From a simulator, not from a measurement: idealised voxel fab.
process module | voxel self aligned contacts
cross-section cut | 295 nm wide | cells 5 nm
A cross-section is a grid of square cells, given in bands from the top down. A band is one or more rows of cells.
Each band's line starts with the height of the band's top and of its bottom, in nm. Then come its materials from left to right, each with its width in nm. One material with "throughout" fills the band from edge to edge. "air" is empty space.
Height 0 is the level under which the wafer as received is all one material. The lowest band goes on downwards, as in "0 down".
A width such as "30 to 40" changes by the same amount from each row of cells to the next, from the band's top row to its bottom row.
"no change" after a step means that no cell of the cross-section changed.
closed voids: empty space of 8 cells or more with no open way to the top, each as width x height at its distance from the left edge, in nm
after a step's settings: what the simulator itself notes on the step
overlay nm, on a step with a mask: how far to the right of its planned place the mask lay; to the left if negative
plan
1 op RECEIVE | material Si
2 op OXIDIZE | depth nm 5
3 op DIRECTIONAL_DEP | material polySi | thk nm 30
4 op DIRECTIONAL_DEP | material SiN | thk nm 20
5 op PATTERN | tone cover | mask id GATE | material resist | width nm 20 | pitch nm 65 | thk nm 15 | overlay nm 0
6 op DIRECTIONAL_ETCH | etch materials SiN | depth nm 20
7 op DIRECTIONAL_ETCH | etch materials polySi | depth nm 30
8 op STRIP | etch materials resist
9 op CONFORMAL_DEP | material SiN | thk nm 5
10 op DIRECTIONAL_ETCH | etch materials SiN | depth nm 5
11 op FILL_DEP | material SiO2 | thk nm 15
12 op CMP | height nm 60
13 op PATTERN | tone open | mask id CONTACT | material resist | width nm 45 | thk nm 20 | overlay nm 0
14 op DIRECTIONAL_ETCH | etch materials SiO2 | depth nm 65
15 op STRIP | etch materials resist
16 op CONFORMAL_DEP | material TiN | thk nm 5
17 op FILL_DEP | material Ru | thk nm 10
18 op CMP | height nm 60
19 op CONFORMAL_DEP | material SiCN | thk nm 5
varied across the wafers: width nm of step 5. The plan shows the first wafer's value. All wafers start alike
first wafer as received, after step 1
  0 down: Si throughout
  closed voids: none
first wafer at the end, after step 19
  65 to 60: SiCN throughout
  60 to 50: SiO2 125 | TiN 5 to 10 | Ru 35 to 25 | TiN 5 to 10 | SiO2 125
  50 to 30: SiO2 100 | SiN 30 | TiN 5 | Ru 25 | TiN 5 | SiN 30 | SiO2 100
  30 to 0: SiO2 100 | SiN 5 | polySi 20 | SiN 5 | TiN 5 | Ru 25 | TiN 5 | SiN 5 | polySi 20 | SiN 5 | SiO2 100
  0 to -5: SiO2 130 | TiN 35 | SiO2 130
  -5 down: Si throughout
  closed voids: none
last wafer at the end
  65 to 60: SiCN throughout
  60 to 55: SiO2 125 | TiN 5 | Ru 35 | TiN 5 | SiO2 125
  55 to 50: SiO2 125 | TiN 45 | SiO2 125
  50 to 30: SiO2 90 | SiN 55 | TiN 10 | SiN 55 | SiO2 85
  30 to 0: SiO2 90 | SiN 5 | polySi 45 | SiN 5 | TiN 10 | SiN 5 | polySi 45 | SiN 5 | SiO2 85
  0 to -5: SiO2 145 | TiN 10 | SiO2 140
  -5 down: Si throughout
  closed voids: none
each wafer at the end: cells of each material gained (+) or lost (-) since it was received, then its closed voids
width nm 20 | +62 Ru | -59 Si | +59 SiCN | +72 SiN | +552 SiO2 | +33 TiN | +48 polySi | closed voids: none
width nm 25 | +51 Ru | -59 Si | +59 SiCN | +80 SiN | +543 SiO2 | +33 TiN | +60 polySi | closed voids: none
width nm 30 | +40 Ru | -59 Si | +59 SiCN | +88 SiN | +534 SiO2 | +33 TiN | +72 polySi | closed voids: none
width nm 35 | +29 Ru | -59 Si | +59 SiCN | +96 SiN | +525 SiO2 | +33 TiN | +84 polySi | closed voids: none
width nm 40 | +18 Ru | -59 Si | +59 SiCN | +104 SiN | +516 SiO2 | +33 TiN | +96 polySi | closed voids: none
width nm 45 | +7 Ru | -59 Si | +59 SiCN | +112 SiN | +507 SiO2 | +33 TiN | +108 polySi | closed voids: none
